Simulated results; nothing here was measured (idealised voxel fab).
process module | voxel double patterning
cross-section cut | 170 nm wide | cells 5 nm
A cross-section is a grid of square cells, given in bands from the top down. A band is one or more rows of cells.
Each band's line starts with the height of the band's top and of its bottom, in nm. Then come its materials from left to right, each with its width in nm. One material with "throughout" fills the band from edge to edge. "air" is empty space.
Height 0 is the level under which the wafer as received is all one material. The lowest band goes on downwards, as in "0 down".
A width such as "30 to 40" changes by the same amount from each row of cells to the next, from the band's top row to its bottom row.
"no change" after a step means that no cell of the cross-section changed.
closed voids: empty space of 8 cells or more with no open way to the top, each as width x height at its distance from the left edge, in nm
after a step's settings: what the simulator itself notes on the step
overlay nm, on a step with a mask: how far to the right of its planned place the mask lay; to the left if negative
plan
1 op RECEIVE | material Si
2 op CONFORMAL_DEP | material SiN | thk nm 10
3 op DIRECTIONAL_DEP | material SiO2 | thk nm 10
4 op DIRECTIONAL_DEP | material SiCN | thk nm 5
5 op MASKED_ETCH | tone open | mask id FIRST | width nm 15 | pitch nm 50 | etch materials SiCN | depth nm 5 | overlay nm 0
6 op PATTERN | tone open | mask id SECOND | material resist | width nm 15 | thk nm 20 | overlay nm 0
7 op DIRECTIONAL_ETCH | etch materials SiCN | depth nm 5
8 op STRIP | etch materials resist
9 op DIRECTIONAL_ETCH | etch materials SiO2 | depth nm 5
10 op STRIP | etch materials SiCN
varied across the wafers: depth nm of step 9. The plan shows the first wafer's value. All wafers start alike
first wafer as received, after step 1
  0 down: Si throughout
  closed voids: none
each wafer at the end: cells of each material gained (+) or lost (-) since it was received, then its closed voids
depth nm 5 | +68 SiN | +59 SiO2 | closed voids: none
depth nm 10 | +68 SiN | +50 SiO2 | closed voids: none
depth nm 15 | +68 SiN | +50 SiO2 | closed voids: none
depth nm 20 | +68 SiN | +50 SiO2 | closed voids: none
depth nm 25 | +68 SiN | +50 SiO2 | closed voids: none
